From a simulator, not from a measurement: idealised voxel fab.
process module | voxel plated lines
cross-section cut | 240 nm wide | cells 5 nm
A cross-section is a grid of square cells, given in bands from the top down. A band is one or more rows of cells.
Each band's line starts with the height of the band's top and of its bottom, in nm. Then come its materials from left to right, each with its width in nm. One material with "throughout" fills the band from edge to edge. "air" is empty space.
Height 0 is the level under which the wafer as received is all one material. The lowest band goes on downwards, as in "0 down".
A width such as "30 to 40" changes by the same amount from each row of cells to the next, from the band's top row to its bottom row.
"no change" after a step means that no cell of the cross-section changed.
closed voids: empty space of 8 cells or more with no open way to the top, each as width x height at its distance from the left edge, in nm
after a step's settings: what the simulator itself notes on the step
overlay nm, on a step with a mask: how far to the right of its planned place the mask lay; to the left if negative
plan
1 op RECEIVE | material Si
2 op CONFORMAL_DEP | material SiN | thk nm 15
3 op DIRECTIONAL_DEP | material TiN | thk nm 5
4 op PATTERN | tone open | mask id LINES | material resist | width nm 20 | pitch nm 50 | thk nm 35 | overlay nm 0
5 op EPI | material Ru | thk nm 5
6 op EPI | material Ru | thk nm 5
7 op EPI | material Ru | thk nm 10
8 op STRIP | etch materials resist
9 op DIRECTIONAL_ETCH | etch materials TiN | depth nm 5
10 op CONFORMAL_DEP | material SiN | thk nm 10
as received, after step 1
  0 down: Si throughout
  closed voids: none
first wafer at the end, as planned
  50 to 40: air 50 | SiN 40 | air 10 | SiN 40 | air 10 | SiN 40 | air 50
  40 to 25: air 50 | SiN 10 | Ru 20 | SiN 10 | air 10 | SiN 10 | Ru 20 | SiN 10 | air 10 | SiN 10 | Ru 20 | SiN 10 | air 50
  25 to 20: SiN 60 | Ru 20 | SiN 30 | Ru 20 | SiN 30 | Ru 20 | SiN 60
  20 to 15: SiN 60 | TiN 20 | SiN 30 | TiN 20 | SiN 30 | TiN 20 | SiN 60
  15 to 0: SiN throughout
  0 down: Si throughout
  closed voids: none
second wafer at the end: like start, like plan, one mistake
  50 to 40: air 60 | SiN 40 | air 10 | SiN 40 | air 10 | SiN 40 | air 40
  40 to 25: air 60 | SiN 10 | Ru 20 | SiN 10 | air 10 | SiN 10 | Ru 20 | SiN 10 | air 10 | SiN 10 | Ru 20 | SiN 10 | air 40
  25 to 20: SiN 70 | Ru 20 | SiN 30 | Ru 20 | SiN 30 | Ru 20 | SiN 50
  20 to 15: SiN 70 | TiN 20 | SiN 30 | TiN 20 | SiN 30 | TiN 20 | SiN 50
  15 to 0: SiN throughout
  0 down: Si throughout
  closed voids: none
what went wrong: step 4 ran as: op PATTERN | tone open | mask id LINES | material resist | width nm 20 | pitch nm 50 | thk nm 35 | overlay nm 10
at the end the second wafer has, in cells: as many of each material as the first, in other places
